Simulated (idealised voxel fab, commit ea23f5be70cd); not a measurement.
Process module under the name voxel air gaps
The cross-section shown here is cut; it is 180 nm wide and divided into square cells measuring 5 nm on a side.
Reading order for cross-sections: top band down to bottom band. Underlying form: a grid of square cells. Band size: one or more rows of cells. Top, bottom (nm), then materials left to right with widths (nm); lone material tagged "everywhere" fills the whole band edge to edge; "blank" = empty space. We count height from 0. Below that, the starting wafer is all one material. The lowest band never ends at the bottom but goes on down; see "top 0, no bottom" for how that is written. It should be noted that a width expressed as "30..40" varies in equal increments from row to row of cells within the band, taking the value of the first number at the top row and that of the second number at the bottom row. You'll sometimes find "no modification" written for a step, and that's the way of saying that nowhere in the cross-section did a cell change during that step. You'll see "Closed void entries" listing empty spaces that have no way open to the top, as long as they're 8 cells or more; the notation is width x height at distance, where the distance is from the left edge, and all of it is in nm. Post-settings text on a step line: simulator's own remark regarding the step. overlay nm: how far to the right of its planned place the mask lay on this masked step (negative: to the left).

THE PLANNED PROCESS STEPS ARE ENUMERATED HEREUNDER
1 RECEIVE with material Si
2 CONFORMAL_DEP with material SiO2, thk nm 15
3 CONFORMAL_DEP with material SiN, thk nm 5
4 DIRECTIONAL_DEP with material SiO2, thk nm 40
5 PATTERN with tone open, mask id LINES, material resist, width nm 15, pitch nm 45, thk nm 20, overlay nm -15
6 DIRECTIONAL_ETCH with etch materials SiO2, depth nm 40
7 STRIP with etch materials resist
8 CONFORMAL_DEP with material TiN, thk nm 5
9 FILL_DEP with material W, thk nm 5
10 CMP with height nm 60
11 EPI with material Ru, thk nm 10
12 SELECTIVE_ETCH with etch materials SiO2, depth nm 50
13 CONFORMAL_DEP with material SiCN, thk nm 5
varied across the wafers: overlay nm of step 5. The plan shows the first wafer's value. All wafers start alike

AS-RECEIVED CROSS-SECTION, FIRST OF SEVERAL WAFERS, POST STEP 1
> top 0, no bottom: Si everywhere
> Closed void entries: none

HERE IS HOW TO READ THE ROWS: EVERY WAFER HAS A ROW, AND IT SHOWS THE WAFER AT THE END OF THE MODULE, GIVING FOR EACH MATERIAL HOW MANY CELLS WERE GAINED (+) OR LOST (-) SINCE THE WAFER WAS RECEIVED, THEN LISTING ITS CLOSED VOIDS
overlay nm -15, +42 Ru, +120 SiCN, +36 SiN, +108 SiO2, +51 TiN, +21 W, Closed void entries: 20 x 30 at 40; 20 x 30 at 85
overlay nm -10, +42 Ru, +120 SiCN, +36 SiN, +108 SiO2, +51 TiN, +21 W, Closed void entries: 20 x 30 at 45; 20 x 30 at 90
overlay nm -5, +42 Ru, +120 SiCN, +36 SiN, +108 SiO2, +51 TiN, +21 W, Closed void entries: 20 x 30 at 50; 20 x 30 at 95
overlay nm 0, +42 Ru, +120 SiCN, +36 SiN, +108 SiO2, +51 TiN, +21 W, Closed void entries: 20 x 30 at 55; 20 x 30 at 100
overlay nm 5, +42 Ru, +120 SiCN, +36 SiN, +108 SiO2, +51 TiN, +21 W, Closed void entries: 20 x 30 at 60; 20 x 30 at 105
overlay nm 10, +42 Ru, +120 SiCN, +36 SiN, +108 SiO2, +51 TiN, +21 W, Closed void entries: 20 x 30 at 65; 20 x 30 at 110
overlay nm 15, +42 Ru, +120 SiCN, +36 SiN, +108 SiO2, +51 TiN, +21 W, Closed void entries: 20 x 30 at 70; 20 x 30 at 115
